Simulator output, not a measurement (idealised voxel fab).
Herein follows the process module entitled voxel transistor to metal.
The cross-section on display is named cut; it measures 180 nm wide, and its cells are 5 nm squares.
Think of the cross-section as a grid of square cells. We describe it in bands, top to bottom, and each band covers one or more rows of those cells.
Band: top height; bottom height; in nm. Then, left to right: material with width in nm, for each material. "full width": a single material spanning edge to edge. "empty": empty space.
Height datum 0, below which the as-received substrate wafer is one material. Lowest band open at the bottom, running downward: "top 0, no bottom".
A two-number width, for instance "30->40", indicates that the width is equal to the first number in the top row of the band and to the second number in the bottom row, and that it changes by a constant amount per row of cells.
No cell of the cross-section changed in a step that is given as "left unchanged".
What "Enclosed cavity list" gives you is every empty space of 8 cells or more that is cut off from the top. Each appears as width x height at distance, with the distance taken from the left edge and width, height and distance all in nm.
Whatever follows a step's settings on its line is a remark the simulator itself makes about that step.
The setting "overlay nm" may be written on the line of a step. When the step uses a mask, the value reports how far to the right of the planned place the mask lay, and a negative value reports that it lay to the left.
**Planned process steps**
1: RECEIVE: material Si
2: CONFORMAL_DEP: material SiO2, thk nm 5
3: CONFORMAL_DEP: material SiN, thk nm 15
4: MASKED_ETCH: tone cover, mask id ACTIVE, width nm 115, etch materials SiN, depth nm 15, overlay nm 0
5: MASKED_ETCH: tone cover, mask id ACTIVE, width nm 115, etch materials SiO2, depth nm 5, overlay nm 0
6: MASKED_ETCH: tone cover, mask id ACTIVE, width nm 115, etch materials Si, depth nm 25, overlay nm 0
7: OXIDIZE: depth nm 5
8: FILL_DEP: material SiO2, thk nm 10
9: CMP: height nm 20
10: SELECTIVE_ETCH: etch materials SiO2, depth nm 15
11: STRIP: etch materials SiN
12: SELECTIVE_ETCH: etch materials SiO2, depth nm 5
13: OXIDIZE: depth nm 5
14: DIRECTIONAL_DEP: material polySi, thk nm 30
15: DIRECTIONAL_DEP: material SiCN, thk nm 15
16: PATTERN: tone cover, mask id GATE, material resist, width nm 25, thk nm 15, overlay nm 0
17: DIRECTIONAL_ETCH: etch materials SiCN, depth nm 25
18: DIRECTIONAL_ETCH: etch materials polySi, depth nm 40
19: STRIP: etch materials resist
20: CONFORMAL_DEP: material SiN, thk nm 10
21: DIRECTIONAL_ETCH: etch materials SiN, depth nm 10
22: DIRECTIONAL_ETCH: etch materials SiO2, depth nm 5
23: DIRECTIONAL_ETCH: etch materials Si, depth nm 10
24: EPI: material pSi, thk nm 15
25: FILL_DEP: material SiO2, thk nm 10
26: CMP: height nm 45
27: DIRECTIONAL_DEP: material SiO2, thk nm 15
28: DIRECTIONAL_DEP: material aC, thk nm 15
29: PATTERN: tone open, mask id CONTACT, material resist, width nm 15, pitch nm 80, thk nm 30, overlay nm 0
30: DIRECTIONAL_ETCH: etch materials aC, depth nm 15
31: STRIP: etch materials resist
32: DIRECTIONAL_ETCH: etch materials SiO2, depth nm 60
33: STRIP: etch materials aC
34: CONFORMAL_DEP: material TiN, thk nm 5
35: FILL_DEP: material Ru, thk nm 5
36: CMP: height nm 60
37: CONFORMAL_DEP: material SiN, thk nm 5
38: DIRECTIONAL_DEP: material SiO2, thk nm 15
39: DIRECTIONAL_DEP: material aC, thk nm 10
40: PATTERN: tone open, mask id METAL_1, material resist, width nm 15, pitch nm 80, thk nm 30, overlay nm 0
41: DIRECTIONAL_ETCH: etch materials aC, depth nm 10
42: STRIP: etch materials resist
43: DIRECTIONAL_ETCH: etch materials SiO2, depth nm 15
44: DIRECTIONAL_ETCH: etch materials SiN, depth nm 5
45: STRIP: etch materials aC
46: CONFORMAL_DEP: material TiN, thk nm 5
47: FILL_DEP: material Ru, thk nm 5
48: CMP: height nm 80
49: CONFORMAL_DEP: material SiCN, thk nm 5
50: DIRECTIONAL_DEP: material SiO2, thk nm 30
51: DIRECTIONAL_DEP: material aC, thk nm 10
52: PATTERN: tone open, mask id METAL_2, material resist, width nm 15, pitch nm 80, thk nm 25, overlay nm 0
53: DIRECTIONAL_ETCH: etch materials aC, depth nm 10
54: STRIP: etch materials resist
55: DIRECTIONAL_ETCH: etch materials SiO2, depth nm 20
56: STRIP: etch materials aC
57: MASKED_ETCH: tone open, mask id METAL_2_HOLES, width nm 15, pitch nm 80, etch materials SiO2, depth nm 10, overlay nm 0
58: MASKED_ETCH: tone open, mask id METAL_2_HOLES, width nm 15, pitch nm 80, etch materials SiCN, depth nm 5, overlay nm 0
59: CONFORMAL_DEP: material TiN, thk nm 5
60: FILL_DEP: material Cu, thk nm 10
61: CMP: height nm 115
62: CONFORMAL_DEP: material SiN, thk nm 5
**Run as planned: first of two wafers**
**Received-state cross-section, reflecting completion of step 1**
* top 0, no bottom: Si full width
* Enclosed cavity list: none
**Sectional view: wafer, after step 2**
* top 5, bottom 0: SiO2 full width
* Heights below 0 show no change.
**Sectional view: wafer, after step 3**
* top 20, bottom 5: SiN full width
* Heights below 5 show no change.
**Sectional view: wafer, after step 4**
* top 20, bottom 5: empty (30); SiN (115); empty (35)
* Heights below 5 show no change.
**Sectional view: wafer, after step 5**
* top 20, bottom 5: empty (30); SiN (115); empty (35)
* top 5, bottom 0: empty (30); SiO2 (115); empty (35)
* Heights below 0 show no change.
**Sectional view: wafer, after step 6**
* top 20, bottom 5: empty (30); SiN (115); empty (35)
* top 5, bottom 0: empty (30); SiO2 (115); empty (35)
* top 0, bottom -25: empty (30); Si (115); empty (35)
* Heights below -25 show no change.
**Sectional view: wafer, after step 7**
* top 20, bottom 5: empty (30); SiN (115); empty (35)
* top 5, bottom 0: empty (30); SiO2 (115); empty (35)
* top 0, bottom -25: empty (30); SiO2 (5); Si (105); SiO2 (5); empty (35)
* top -25, bottom -30: SiO2 (35); Si (105); SiO2 (40)
* Heights below -30 show no change.
**Sectional view: wafer, after step 8**
* top 30, bottom 20: SiO2 full width
* top 20, bottom 5: SiO2 (30); SiN (115); SiO2 (35)
* top 5, bottom 0: SiO2 full width
* top 0, bottom -30: SiO2 (35); Si (105); SiO2 (40)
* Heights below -30 show no change.
**Sectional view: wafer, after step 9**
* top 20, bottom 5: SiO2 (30); SiN (115); SiO2 (35)
* Heights below 5 show no change.
**Sectional view: wafer, after step 10**
* top 20, bottom 5: empty (30); SiN (115); empty (35)
* Heights below 5 show no change.
**Sectional view: wafer, after step 11**
* top 5, bottom 0: SiO2 full width
* Heights below 0 show no change.
**Sectional view: wafer, after step 12**
* top 0, bottom -30: SiO2 (35); Si (105); SiO2 (40)
* Heights below -30 show no change.
**Sectional view: wafer, after step 13**
* top 0, bottom -5: SiO2 full width
* Heights below -5 show no change.
**Sectional view: wafer, after step 14**
* top 30, bottom 0: polySi full width
* Heights below 0 show no change.
**Sectional view: wafer, after step 15**
* top 45, bottom 30: SiCN full width
* Heights below 30 show no change.
**Sectional view: wafer, after step 16**
* top 60, bottom 45: empty (75); resist (25); empty (80)
* Heights below 45 show no change.
**Sectional view: wafer, after step 17**
* top 60, bottom 45: empty (75); resist (25); empty (80)
* top 45, bottom 30: empty (75); SiCN (25); empty (80)
* Heights below 30 show no change.
**Sectional view: wafer, after step 18**
* top 60, bottom 45: empty (75); resist (25); empty (80)
* top 45, bottom 30: empty (75); SiCN (25); empty (80)
* top 30, bottom 0: empty (75); polySi (25); empty (80)
* Heights below 0 show no change.
**Sectional view: wafer, after step 19**
* top 45, bottom 30: empty (75); SiCN (25); empty (80)
* Heights below 30 show no change.
**Sectional view: wafer, after step 20**
* top 55, bottom 45: empty (65); SiN (45); empty (70)
* top 45, bottom 30: empty (65); SiN (10); SiCN (25); SiN (10); empty (70)
* top 30, bottom 10: empty (65); SiN (10); polySi (25); SiN (10); empty (70)
* top 10, bottom 0: SiN (75); polySi (25); SiN (80)
* Heights below 0 show no change.
**Sectional view: wafer, after step 21**
* top 45, bottom 30: empty (65); SiN (10); SiCN (25); SiN (10); empty (70)
* top 30, bottom 0: empty (65); SiN (10); polySi (25); SiN (10); empty (70)
* Heights below 0 show no change.
**Sectional view: wafer, after step 22**
* top 45, bottom 30: empty (65); SiN (10); SiCN (25); SiN (10); empty (70)
* top 30, bottom 0: empty (65); SiN (10); polySi (25); SiN (10); empty (70)
* top 0, bottom -5: empty (65); SiO2 (45); empty (70)
* Heights below -5 show no change.
**Sectional view: wafer, after step 23**
* top 45, bottom 30: empty (65); SiN (10); SiCN (25); SiN (10); empty (70)
* top 30, bottom 0: empty (65); SiN (10); polySi (25); SiN (10); empty (70)
* top 0, bottom -5: empty (65); SiO2 (45); empty (70)
* top -5, bottom -15: SiO2 (35); empty (30); Si (45); empty (30); SiO2 (40)
* Heights below -15 show no change.
**Sectional view: wafer, after step 24**
* top 45, bottom 30: empty (65); SiN (10); SiCN (25); SiN (10); empty (70)
* top 30, bottom 10: empty (65); SiN (10); polySi (25); SiN (10); empty (70)
* top 10, bottom 0: empty (50); pSi (15); SiN (10); polySi (25); SiN (10); pSi (15); empty (55)
* top 0, bottom -5: empty (30); pSi (35); SiO2 (45); pSi (35); empty (35)
* top -5, bottom -15: SiO2 (35); pSi (30); Si (45); pSi (30); SiO2 (40)
* Heights below -15 show no change.
**Sectional view: wafer, after step 25**
* top 55, bottom 45: SiO2 full width
* top 45, bottom 30: SiO2 (65); SiN (10); SiCN (25); SiN (10); SiO2 (70)
* top 30, bottom 10: SiO2 (65); SiN (10); polySi (25); SiN (10); SiO2 (70)
* top 10, bottom 0: SiO2 (50); pSi (15); SiN (10); polySi (25); SiN (10); pSi (15); SiO2 (55)
* top 0, bottom -5: SiO2 (30); pSi (35); SiO2 (45); pSi (35); SiO2 (35)
* Heights below -5 show no change.
**Sectional view: wafer, after step 26**
* top 45, bottom 30: SiO2 (65); SiN (10); SiCN (25); SiN (10); SiO2 (70)
* Heights below 30 show no change.
**Sectional view: wafer, after step 27**
* top 60, bottom 45: SiO2 full width
* Heights below 45 show no change.
**Sectional view: wafer, after step 28**
* top 75, bottom 60: aC full width
* Heights below 60 show no change.
**Sectional view: wafer, after step 29**
* top 105, bottom 75: resist (40); empty (15); resist (65); empty (15); resist (45)
* Heights below 75 show no change.
**Sectional view: wafer, after step 30**
* top 90, bottom 75: resist (40); empty (15); resist (65); empty (15); resist (45)
* top 75, bottom 60: aC (40); empty (15); aC (65); empty (15); aC (45)
* Heights below 60 show no change.
**Sectional view: wafer, after step 31**
* top 75, bottom 60: aC (40); empty (15); aC (65); empty (15); aC (45)
* Heights below 60 show no change.
**Sectional view: wafer, after step 32**
* top 75, bottom 60: aC (40); empty (15); aC (65); empty (15); aC (45)
* top 60, bottom 45: SiO2 (40); empty (15); SiO2 (65); empty (15); SiO2 (45)
* top 45, bottom 30: SiO2 (40); empty (15); SiO2 (10); SiN (10); SiCN (25); SiN (10); SiO2 (10); empty (15); SiO2 (45)
* top 30, bottom 10: SiO2 (40); empty (15); SiO2 (10); SiN (10); polySi (25); SiN (10); SiO2 (10); empty (15); SiO2 (45)
* top 10, bottom 0: SiO2 (40); empty (10); pSi (15); SiN (10); polySi (25); SiN (10); pSi (15); empty (10); SiO2 (45)
* Heights below 0 show no change.
**Sectional view: wafer, after step 33**
* top 60, bottom 45: SiO2 (40); empty (15); SiO2 (65); empty (15); SiO2 (45)
* Heights below 45 show no change.
**Sectional view: wafer, after step 34**
* top 65, bottom 60: TiN (45); empty (5); TiN (75); empty (5); TiN (50)
* top 60, bottom 45: SiO2 (40); TiN (5); empty (5); TiN (5); SiO2 (65); TiN (5); empty (5); TiN (5); SiO2 (45)
* top 45, bottom 30: SiO2 (40); TiN (5); empty (5); TiN (5); SiO2 (10); SiN (10); SiCN (25); SiN (10); SiO2 (10); TiN (5); empty (5); TiN (5); SiO2 (45)
* top 30, bottom 15: SiO2 (40); TiN (5); empty (5); TiN (5); SiO2 (10); SiN (10); polySi (25); SiN (10); SiO2 (10); TiN (5); empty (5); TiN (5); SiO2 (45)
* top 15, bottom 10: SiO2 (40); TiN (15); SiO2 (10); SiN (10); polySi (25); SiN (10); SiO2 (10); TiN (15); SiO2 (45)
* top 10, bottom 0: SiO2 (40); TiN (10); pSi (15); SiN (10); polySi (25); SiN (10); pSi (15); TiN (10); SiO2 (45)
* Heights below 0 show no change.
**Sectional view: wafer, after step 35**
* top 70, bottom 65: Ru full width
* top 65, bottom 60: TiN (45); Ru (5); TiN (75); Ru (5); TiN (50)
* top 60, bottom 45: SiO2 (40); TiN (5); Ru (5); TiN (5); SiO2 (65); TiN (5); Ru (5); TiN (5); SiO2 (45)
* top 45, bottom 30: SiO2 (40); TiN (5); Ru (5); TiN (5); SiO2 (10); SiN (10); SiCN (25); SiN (10); SiO2 (10); TiN (5); Ru (5); TiN (5); SiO2 (45)
* top 30, bottom 15: SiO2 (40); TiN (5); Ru (5); TiN (5); SiO2 (10); SiN (10); polySi (25); SiN (10); SiO2 (10); TiN (5); Ru (5); TiN (5); SiO2 (45)
* Heights below 15 show no change.
**Sectional view: wafer, after step 36**
* top 60, bottom 45: SiO2 (40); TiN (5); Ru (5); TiN (5); SiO2 (65); TiN (5); Ru (5); TiN (5); SiO2 (45)
* Heights below 45 show no change.
**Sectional view: wafer, after step 37**
* top 65, bottom 60: SiN full width
* Heights below 60 show no change.
**Sectional view: wafer, after step 38**
* top 80, bottom 65: SiO2 full width
* Heights below 65 show no change.
**Sectional view: wafer, after step 39**
* top 90, bottom 80: aC full width
* Heights below 80 show no change.
**Sectional view: wafer, after step 40**
* top 120, bottom 90: resist (40); empty (15); resist (65); empty (15); resist (45)
* Heights below 90 show no change.
**Sectional view: wafer, after step 41**
* top 110, bottom 90: resist (40); empty (15); resist (65); empty (15); resist (45)
* top 90, bottom 80: aC (40); empty (15); aC (65); empty (15); aC (45)
* Heights below 80 show no change.
**Sectional view: wafer, after step 42**
* top 90, bottom 80: aC (40); empty (15); aC (65); empty (15); aC (45)
* Heights below 80 show no change.
**Sectional view: wafer, after step 43**
* top 90, bottom 80: aC (40); empty (15); aC (65); empty (15); aC (45)
* top 80, bottom 65: SiO2 (40); empty (15); SiO2 (65); empty (15); SiO2 (45)
* Heights below 65 show no change.
**Sectional view: wafer, after step 44**
* top 90, bottom 80: aC (40); empty (15); aC (65); empty (15); aC (45)
* top 80, bottom 65: SiO2 (40); empty (15); SiO2 (65); empty (15); SiO2 (45)
* top 65, bottom 60: SiN (40); empty (15); SiN (65); empty (15); SiN (45)
* Heights below 60 show no change.
**Sectional view: wafer, after step 45**
* top 80, bottom 65: SiO2 (40); empty (15); SiO2 (65); empty (15); SiO2 (45)
* Heights below 65 show no change.
**Sectional view: wafer, after step 46**
* top 85, bottom 80: TiN (45); empty (5); TiN (75); empty (5); TiN (50)
* top 80, bottom 65: SiO2 (40); TiN (5); empty (5); TiN (5); SiO2 (65); TiN (5); empty (5); TiN (5); SiO2 (45)
* top 65, bottom 60: SiN (40); TiN (15); SiN (65); TiN (15); SiN (45)
* Heights below 60 show no change.
**Sectional view: wafer, after step 47**
* top 90, bottom 85: Ru full width
* top 85, bottom 80: TiN (45); Ru (5); TiN (75); Ru (5); TiN (50)
* top 80, bottom 65: SiO2 (40); TiN (5); Ru (5); TiN (5); SiO2 (65); TiN (5); Ru (5); TiN (5); SiO2 (45)
* Heights below 65 show no change.
**Sectional view: wafer, after step 48**
* top 80, bottom 65: SiO2 (40); TiN (5); Ru (5); TiN (5); SiO2 (65); TiN (5); Ru (5); TiN (5); SiO2 (45)
* Heights below 65 show no change.
**Sectional view: wafer, after step 49**
* top 85, bottom 80: SiCN full width
* Heights below 80 show no change.
**Sectional view: wafer, after step 50**
* top 115, bottom 85: SiO2 full width
* Heights below 85 show no change.
**Sectional view: wafer, after step 51**
* top 125, bottom 115: aC full width
* Heights below 115 show no change.
**Sectional view: wafer, after step 52**
* top 150, bottom 125: resist (40); empty (15); resist (65); empty (15); resist (45)
* Heights below 125 show no change.
**Sectional view: wafer, after step 53**
* top 140, bottom 125: resist (40); empty (15); resist (65); empty (15); resist (45)
* top 125, bottom 115: aC (40); empty (15); aC (65); empty (15); aC (45)
* Heights below 115 show no change.
**Sectional view: wafer, after step 54**
* top 125, bottom 115: aC (40); empty (15); aC (65); empty (15); aC (45)
* Heights below 115 show no change.
**Sectional view: wafer, after step 55**
* top 125, bottom 115: aC (40); empty (15); aC (65); empty (15); aC (45)
* top 115, bottom 95: SiO2 (40); empty (15); SiO2 (65); empty (15); SiO2 (45)
* Heights below 95 show no change.
**Sectional view: wafer, after step 56**
* top 115, bottom 95: SiO2 (40); empty (15); SiO2 (65); empty (15); SiO2 (45)
* Heights below 95 show no change.
**Sectional view: wafer, after step 57**
* top 115, bottom 85: SiO2 (40); empty (15); SiO2 (65); empty (15); SiO2 (45)
* Heights below 85 show no change.
**Sectional view: wafer, after step 58**
* top 115, bottom 85: SiO2 (40); empty (15); SiO2 (65); empty (15); SiO2 (45)
* top 85, bottom 80: SiCN (40); empty (15); SiCN (65); empty (15); SiCN (45)
* Heights below 80 show no change.
**Sectional view: wafer, after step 59**
* top 120, bottom 115: TiN (45); empty (5); TiN (75); empty (5); TiN (50)
* top 115, bottom 85: SiO2 (40); TiN (5); empty (5); TiN (5); SiO2 (65); TiN (5); empty (5); TiN (5); SiO2 (45)
* top 85, bottom 80: SiCN (40); TiN (15); SiCN (65); TiN (15); SiCN (45)
* Heights below 80 show no change.
**Sectional view: wafer, after step 60**
* top 130, bottom 120: Cu full width
* top 120, bottom 115: TiN (45); Cu (5); TiN (75); Cu (5); TiN (50)
* top 115, bottom 85: SiO2 (40); TiN (5); Cu (5); TiN (5); SiO2 (65); TiN (5); Cu (5); TiN (5); SiO2 (45)
* Heights below 85 show no change.
**Sectional view: wafer, after step 61**
* top 115, bottom 85: SiO2 (40); TiN (5); Cu (5); TiN (5); SiO2 (65); TiN (5); Cu (5); TiN (5); SiO2 (45)
* Heights below 85 show no change.
**Sectional view: wafer, after step 62**
* top 120, bottom 115: SiN full width
* Heights below 115 show no change.
**Wafer two of two - same starting point, same process plan, one mistake in execution; matches wafer one up to and including step 51**
**X-section, second wafer, when step 52 was due to finish**
* top 150, bottom 125: resist (35); empty (15); resist (65); empty (15); resist (50)
* Heights below 125 show no change.
**X-section, second wafer, when step 53 was due to finish**
* top 140, bottom 125: resist (35); empty (15); resist (65); empty (15); resist (50)
* top 125, bottom 115: aC (35); empty (15); aC (65); empty (15); aC (50)
* Heights below 115 show no change.
**X-section, second wafer, when step 54 was due to finish**
* top 125, bottom 115: aC (35); empty (15); aC (65); empty (15); aC (50)
* Heights below 115 show no change.
**X-section, second wafer, when step 55 was due to finish**
* top 125, bottom 115: aC (35); empty (15); aC (65); empty (15); aC (50)
* top 115, bottom 95: SiO2 (35); empty (15); SiO2 (65); empty (15); SiO2 (50)
* Heights below 95 show no change.
**X-section, second wafer, when step 56 was due to finish**
* top 115, bottom 95: SiO2 (35); empty (15); SiO2 (65); empty (15); SiO2 (50)
* Heights below 95 show no change.
**X-section, second wafer, when step 57 was due to finish**
* top 115, bottom 105: SiO2 (35); empty (20); SiO2 (60); empty (20); SiO2 (45)
* top 105, bottom 95: SiO2 (35); empty (15); SiO2 (65); empty (15); SiO2 (50)
* top 95, bottom 85: SiO2 (40); empty (10); SiO2 (70); empty (10); SiO2 (50)
* Heights below 85 show no change.
**X-section, second wafer, when step 58 was due to finish**
* top 115, bottom 105: SiO2 (35); empty (20); SiO2 (60); empty (20); SiO2 (45)
* top 105, bottom 95: SiO2 (35); empty (15); SiO2 (65); empty (15); SiO2 (50)
* top 95, bottom 85: SiO2 (40); empty (10); SiO2 (70); empty (10); SiO2 (50)
* top 85, bottom 80: SiCN (40); empty (10); SiCN (70); empty (10); SiCN (50)
* Heights below 80 show no change.
**X-section, second wafer, when step 59 was due to finish**
* top 120, bottom 115: TiN (40); empty (10); TiN (70); empty (10); TiN (50)
* top 115, bottom 105: SiO2 (35); TiN (5); empty (10->5); TiN (5->10); SiO2 (60); TiN (5); empty (10->5); TiN (5->10); SiO2 (45)
* top 105, bottom 100: SiO2 (35); TiN (5); empty (5); TiN (5); SiO2 (65); TiN (5); empty (5); TiN (5); SiO2 (50)
* top 100, bottom 95: SiO2 (35); TiN (15); SiO2 (65); TiN (15); SiO2 (50)
* top 95, bottom 85: SiO2 (40); TiN (10); SiO2 (70); TiN (10); SiO2 (50)
* top 85, bottom 80: SiCN (40); TiN (10); SiCN (70); TiN (10); SiCN (50)
* Heights below 80 show no change.
**X-section, second wafer, when step 60 was due to finish**
* top 130, bottom 120: Cu full width
* top 120, bottom 115: TiN (40); Cu (10); TiN (70); Cu (10); TiN (50)
* top 115, bottom 105: SiO2 (35); TiN (5); Cu (10->5); TiN (5->10); SiO2 (60); TiN (5); Cu (10->5); TiN (5->10); SiO2 (45)
* top 105, bottom 100: SiO2 (35); TiN (5); Cu (5); TiN (5); SiO2 (65); TiN (5); Cu (5); TiN (5); SiO2 (50)
* Heights below 100 show no change.
**X-section, second wafer, when step 61 was due to finish**
* top 115, bottom 105: SiO2 (35); TiN (5); Cu (10->5); TiN (5->10); SiO2 (60); TiN (5); Cu (10->5); TiN (5->10); SiO2 (45)
* Heights below 105 show no change.
**X-section, second wafer, when step 62 was due to finish**
* top 120, bottom 115: SiN full width
* Heights below 115 show no change.
Run error: step 52 off recipe, ran as PATTERN: tone open, mask id METAL_2, material resist, width nm 15, pitch nm 80, thk nm 25, overlay nm -5
In the final state, the cell counts of the second wafer exceed or fall short of those of the first for the following materials: Cu -4, SiCN +2, TiN +2
